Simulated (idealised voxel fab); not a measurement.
process module | voxel self aligned vias
cross-section cut | 205 nm wide | cells 5 nm
A cross-section is a grid of square cells, given in bands from the top down. A band is one or more rows of cells.
Each band's line starts with the height of the band's top and of its bottom, in nm. Then come its materials from left to right, each with its width in nm. One material with "throughout" fills the band from edge to edge. "air" is empty space.
Height 0 is the level under which the wafer as received is all one material. The lowest band goes on downwards, as in "0 down".
A width such as "30 to 40" changes by the same amount from each row of cells to the next, from the band's top row to its bottom row.
"no change" after a step means that no cell of the cross-section changed.
closed voids: empty space of 8 cells or more with no open way to the top, each as width x height at its distance from the left edge, in nm
after a step's settings: what the simulator itself notes on the step
overlay nm, on a step with a mask: how far to the right of its planned place the mask lay; to the left if negative
plan
1 op RECEIVE | material Si
2 op CONFORMAL_DEP | material SiO2 | thk nm 10
3 op CONFORMAL_DEP | material SiCN | thk nm 5
4 op DIRECTIONAL_DEP | material lowk | thk nm 30
5 op MASKED_ETCH | tone open | mask id LINES | width nm 20 | pitch nm 50 | etch materials lowk | depth nm 30 | overlay nm 0
6 op CONFORMAL_DEP | material TiN | thk nm 5
7 op FILL_DEP | material W | thk nm 10
8 op CMP | height nm 45
9 op SELECTIVE_ETCH | etch materials W Ru TiN | depth nm 5
10 op FILL_DEP | material SiN | thk nm 10
11 op CMP | height nm 45
12 op DIRECTIONAL_DEP | material lowk | thk nm 20
13 op MASKED_ETCH | tone open | mask id VIAS | width nm 30 | pitch nm 50 | etch materials lowk | depth nm 20 | overlay nm 0
14 op MASKED_ETCH | tone open | mask id VIAS | width nm 30 | pitch nm 50 | etch materials SiN | depth nm 5 | overlay nm -15
15 op CONFORMAL_DEP | material TiN | thk nm 5
16 op FILL_DEP | material Cu | thk nm 10
17 op CMP | height nm 65
18 op CONFORMAL_DEP | material SiN | thk nm 5
varied across the wafers: overlay nm of step 14. The plan shows the first wafer's value. All wafers start alike
first wafer as received, after step 1
  0 down: Si throughout
  closed voids: none
first wafer at the end, after step 18
  70 to 65: SiN throughout
  65 to 50: lowk 60 | TiN 5 | Cu 20 | TiN 5 | lowk 20 | TiN 5 | Cu 20 | TiN 5 | lowk 65
  50 to 45: lowk 60 | TiN 30 | lowk 20 | TiN 30 | lowk 65
  45 to 40: lowk 65 | TiN 10 | SiN 10 | lowk 30 | TiN 10 | SiN 10 | lowk 70
  40 to 20: lowk 65 | TiN 5 | W 10 | TiN 5 | lowk 30 | TiN 5 | W 10 | TiN 5 | lowk 70
  20 to 15: lowk 65 | TiN 20 | lowk 30 | TiN 20 | lowk 70
  15 to 10: SiCN throughout
  10 to 0: SiO2 throughout
  0 down: Si throughout
  closed voids: none
last wafer at the end
  70 to 65: SiN throughout
  65 to 50: lowk 60 | TiN 5 | Cu 20 | TiN 5 | lowk 20 | TiN 5 | Cu 20 | TiN 5 | lowk 65
  50 to 45: lowk 60 | TiN 30 | lowk 20 | TiN 30 | lowk 65
  45 to 40: lowk 65 | SiN 10 | TiN 10 | lowk 30 | SiN 10 | TiN 10 | lowk 70
  40 to 20: lowk 65 | TiN 5 | W 10 | TiN 5 | lowk 30 | TiN 5 | W 10 | TiN 5 | lowk 70
  20 to 15: lowk 65 | TiN 20 | lowk 30 | TiN 20 | lowk 70
  15 to 10: SiCN throughout
  10 to 0: SiO2 throughout
  0 down: Si throughout
  closed voids: none
each wafer at the end: cells of each material gained (+) or lost (-) since it was received, then its closed voids
overlay nm -15 | +24 Cu | +41 SiCN | +45 SiN | +82 SiO2 | +52 TiN | +16 W | +314 lowk | closed voids: none
overlay nm -10 | +26 Cu | +41 SiCN | +43 SiN | +82 SiO2 | +52 TiN | +16 W | +314 lowk | closed voids: none
overlay nm -5 | +28 Cu | +41 SiCN | +41 SiN | +82 SiO2 | +52 TiN | +16 W | +314 lowk | closed voids: none
overlay nm 0 | +28 Cu | +41 SiCN | +41 SiN | +82 SiO2 | +52 TiN | +16 W | +314 lowk | closed voids: none
overlay nm 5 | +28 Cu | +41 SiCN | +41 SiN | +82 SiO2 | +52 TiN | +16 W | +314 lowk | closed voids: none
overlay nm 10 | +26 Cu | +41 SiCN | +43 SiN | +82 SiO2 | +52 TiN | +16 W | +314 lowk | closed voids: none
overlay nm 15 | +24 Cu | +41 SiCN | +45 SiN | +82 SiO2 | +52 TiN | +16 W | +314 lowk | closed voids: none
